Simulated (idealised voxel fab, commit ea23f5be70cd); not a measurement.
process module | voxel self aligned contacts
cross-section cut | 185 nm wide | cells 5 nm
A cross-section is a grid of square cells, given in bands from the top down. A band is one or more rows of cells.
Each band's line starts with the height of the band's top and of its bottom, in nm. Then come its materials from left to right, each with its width in nm. One material with "throughout" fills the band from edge to edge. "air" is empty space.
Height 0 is the level under which the wafer as received is all one material. The lowest band goes on downwards, as in "0 down".
A width such as "30 to 40" changes by the same amount from each row of cells to the next, from the band's top row to its bottom row.
"no change" after a step means that no cell of the cross-section changed.
closed voids: empty space of 8 cells or more with no open way to the top, each as width x height at its distance from the left edge, in nm
after a step's settings: what the simulator itself notes on the step
overlay nm, on a step with a mask: how far to the right of its planned place the mask lay; to the left if negative
plan
1 op RECEIVE | material Si
2 op OXIDIZE | depth nm 5
3 op DIRECTIONAL_DEP | material polySi | thk nm 30
4 op DIRECTIONAL_DEP | material SiN | thk nm 15
5 op PATTERN | tone cover | mask id GATE | material resist | width nm 25 | pitch nm 50 | thk nm 15 | overlay nm 0
6 op DIRECTIONAL_ETCH | etch materials SiN | depth nm 15
7 op DIRECTIONAL_ETCH | etch materials polySi | depth nm 30
8 op STRIP | etch materials resist
9 op CONFORMAL_DEP | material SiN | thk nm 5
10 op DIRECTIONAL_ETCH | etch materials SiN | depth nm 5
11 op FILL_DEP | material SiO2 | thk nm 15
12 op CMP | height nm 50
13 op MASKED_ETCH | tone open | mask id CONTACT | width nm 35 | etch materials SiO2 | depth nm 55 | overlay nm 0
14 op CONFORMAL_DEP | material TiN | thk nm 5
15 op FILL_DEP | material W | thk nm 5
16 op CMP | height nm 50
17 op CONFORMAL_DEP | material SiCN | thk nm 5
as received, after step 1
  0 down: Si throughout
  closed voids: none
first wafer at the end, as planned
  55 to 50: SiCN throughout
  50 to 45: SiO2 75 | TiN 15 | W 5 | TiN 15 | SiO2 75
  45 to 30: SiO2 50 | SiN 35 | TiN 5 | W 5 | TiN 5 | SiN 35 | SiO2 50
  30 to 0: SiO2 50 | SiN 5 | polySi 25 | SiN 5 | TiN 5 | W 5 | TiN 5 | SiN 5 | polySi 25 | SiN 5 | SiO2 50
  0 to -5: SiO2 85 | TiN 15 | SiO2 85
  -5 down: Si throughout
  closed voids: none
second wafer at the end: like start, like plan, one mistake
  55 to 50: SiCN throughout
  50 to 45: SiO2 75 | TiN 5 | W 5 | TiN 25 | SiO2 75
  45 to 30: SiO2 40 | SiN 35 | TiN 5 | W 5 | TiN 5 | SiN 35 | SiO2 60
  30 to 0: SiO2 40 | SiN 5 | polySi 25 | SiN 5 | TiN 5 | W 5 | TiN 5 | SiN 5 | polySi 25 | SiN 5 | SiO2 60
  0 to -5: SiO2 75 | TiN 15 | SiO2 95
  -5 down: Si throughout
  closed voids: none
what went wrong: step 5 ran as: op PATTERN | tone cover | mask id GATE | material resist | width nm 25 | pitch nm 50 | thk nm 15 | overlay nm -10
at the end the second wafer has, in cells: as many of each material as the first, in other places
